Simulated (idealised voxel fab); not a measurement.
Proc. module: voxel plated lines
The cross-section shown here is cut; it is 240 nm wide and divided into square cells measuring 5 nm on a side.
A cross-section is a grid of square cells, given in bands from the top down. A band is one or more rows of cells.
It is stipulated that each band's entry specify, in nanometres, the height of the top of the band and then that of its bottom, followed by the materials of the band in left-to-right sequence, each together with its width in nanometres. A single material marked by the word "throughout" is understood to fill the band from edge to edge; the word "air" is understood to denote empty space.
Below 0: as-received wafer, all one material; heights counted from there. Lowest band: no bottom, goes on down, written "top 0, no bottom".
The width entry "30..40" should be interpreted row by row: the top row of cells in the band takes the first number, the bottom row takes the second number, and the change between adjacent rows is uniform throughout.
"remained the same" for a step: no cell of the cross-section changed in that step.
What "Fully enclosed voids" gives you is every empty space of 8 cells or more that is cut off from the top. Each appears as width x height at distance, with the distance taken from the left edge and width, height and distance all in nm.
On a step's line, text after the settings is the simulator commenting on that step.
overlay nm: step with mask; distance mask lay right of planned place; negative value = left of planned place.
SET OUT BELOW ARE THE PLANNED STEPS OF THE PROCESS
1: RECEIVE | material Si
2: CONFORMAL_DEP | material SiO2 | thk nm 5
3: DIRECTIONAL_DEP | material TiN | thk nm 5
4: PATTERN | tone open | mask id LINES | material resist | width nm 25 | pitch nm 50 | thk nm 25 | overlay nm 0
5: EPI | material Ru | thk nm 5
6: EPI | material Ru | thk nm 10
7: STRIP | etch materials resist
8: DIRECTIONAL_ETCH | etch materials TiN | depth nm 5
9: CONFORMAL_DEP | material SiCN | thk nm 5
THIS IS THE CROSS-SECTION OF THE WAFER AS WE RECEIVED IT, I.E. AFTER STEP 1
  top 0, no bottom: Si throughout
  Fully enclosed voids: none
LOOK AT THE CROSS-SECTION AFTER THE MODULE: THE WAFER STARTED OUT THE WAY SHOWN ABOVE AND THE PLAN WAS THE ONE SHOWN ABOVE, YET ONE MISTAKE WAS MADE ALONG THE WAY
  top 30, bottom 25: SiCN (60)  air (15)  SiCN (35)  air (15)  SiCN (35)  air (15)  SiCN (65)
  top 25, bottom 10: Ru (55)  SiCN (5)  air (15)  SiCN (5)  Ru (25)  SiCN (5)  air (15)  SiCN (5)  Ru (25)  SiCN (5)  air (15)  SiCN (5)  Ru (60)
  top 10, bottom 5: TiN (55)  SiCN (25)  TiN (25)  SiCN (25)  TiN (25)  SiCN (25)  TiN (60)
  top 5, bottom 0: SiO2 throughout
  top 0, no bottom: Si throughout
  Fully enclosed voids: none
What was the processing mistake? step 4 deviated from plan and actually ran as PATTERN | tone cover | mask id LINES | material resist | width nm 25 | pitch nm 50 | thk nm 25 | overlay nm 0
